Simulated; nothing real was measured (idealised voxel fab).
process module | voxel self aligned vias
cross-section cut | 160 nm wide | cells 5 nm
A cross-section is a grid of square cells, given in bands from the top down. A band is one or more rows of cells.
Each band's line starts with the height of the band's top and of its bottom, in nm. Then come its materials from left to right, each with its width in nm. One material with "throughout" fills the band from edge to edge. "air" is empty space.
Height 0 is the level under which the wafer as received is all one material. The lowest band goes on downwards, as in "0 down".
A width such as "30 to 40" changes by the same amount from each row of cells to the next, from the band's top row to its bottom row.
"no change" after a step means that no cell of the cross-section changed.
closed voids: empty space of 8 cells or more with no open way to the top, each as width x height at its distance from the left edge, in nm
after a step's settings: what the simulator itself notes on the step
overlay nm, on a step with a mask: how far to the right of its planned place the mask lay; to the left if negative
plan
1 op RECEIVE | material Si
2 op CONFORMAL_DEP | material SiO2 | thk nm 15
3 op CONFORMAL_DEP | material SiCN | thk nm 5
4 op DIRECTIONAL_DEP | material SiO2 | thk nm 30
5 op DIRECTIONAL_DEP | material aC | thk nm 10
6 op PATTERN | tone open | mask id LINES | material resist | width nm 20 | pitch nm 55 | thk nm 25 | overlay nm 0
7 op DIRECTIONAL_ETCH | etch materials aC | depth nm 5
8 op STRIP | etch materials resist
9 op DIRECTIONAL_ETCH | etch materials SiO2 | depth nm 30
10 op STRIP | etch materials aC
11 op CONFORMAL_DEP | material TiN | thk nm 5
12 op FILL_DEP | material Ru | thk nm 10
13 op CMP | height nm 50
14 op SELECTIVE_ETCH | etch materials W Ru TiN | depth nm 10
15 op FILL_DEP | material SiN | thk nm 10
16 op CMP | height nm 50
17 op DIRECTIONAL_DEP | material SiO2 | thk nm 20
18 op PATTERN | tone open | mask id VIAS | material resist | width nm 30 | thk nm 20 | overlay nm 0
19 op DIRECTIONAL_ETCH | etch materials SiO2 | depth nm 20
20 op DIRECTIONAL_ETCH | etch materials SiN | depth nm 10
21 op STRIP | etch materials resist
22 op CONFORMAL_DEP | material TiN | thk nm 5
23 op FILL_DEP | material Cu | thk nm 5
24 op CMP | height nm 70
25 op CONFORMAL_DEP | material SiN | thk nm 5
varied across the wafers: depth nm of step 7. The plan shows the first wafer's value. All wafers start alike
first wafer as received, after step 1
  0 down: Si throughout
  closed voids: none
first wafer at the end, after step 25
  75 to 70: SiN throughout
  70 to 55: SiO2 35 | TiN 5 | Cu 20 | TiN 5 | SiO2 95
  55 to 50: SiO2 35 | TiN 30 | SiO2 95
  50 to 20: SiO2 throughout
  20 to 15: SiCN throughout
  15 to 0: SiO2 throughout
  0 down: Si throughout
  closed voids: none
last wafer at the end
  75 to 70: SiN throughout
  70 to 55: SiO2 35 | TiN 5 | Cu 20 | TiN 5 | SiO2 95
  55 to 50: SiO2 35 | TiN 10 | Cu 10 | TiN 10 | SiO2 95
  50 to 45: SiO2 40 | TiN 5 | Cu 10 | TiN 5 | SiO2 35 | SiN 20 | SiO2 45
  45 to 40: SiO2 40 | TiN 20 | SiO2 35 | SiN 20 | SiO2 45
  40 to 25: SiO2 40 | TiN 5 | Ru 10 | TiN 5 | SiO2 35 | TiN 5 | Ru 10 | TiN 5 | SiO2 45
  25 to 20: SiO2 40 | TiN 20 | SiO2 35 | TiN 20 | SiO2 45
  20 to 15: SiCN throughout
  15 to 0: SiO2 throughout
  0 down: Si throughout
  closed voids: none
each wafer at the end: cells of each material gained (+) or lost (-) since it was received, then its closed voids
depth nm 5 | +12 Cu | +32 SiCN | +32 SiN | +392 SiO2 | +12 TiN | closed voids: none
depth nm 10 | +16 Cu | +12 Ru | +32 SiCN | +40 SiN | +344 SiO2 | +36 TiN | closed voids: none
depth nm 15 | +16 Cu | +12 Ru | +32 SiCN | +40 SiN | +344 SiO2 | +36 TiN | closed voids: none
depth nm 20 | +16 Cu | +12 Ru | +32 SiCN | +40 SiN | +344 SiO2 | +36 TiN | closed voids: none
depth nm 25 | +16 Cu | +12 Ru | +32 SiCN | +40 SiN | +344 SiO2 | +36 TiN | closed voids: none
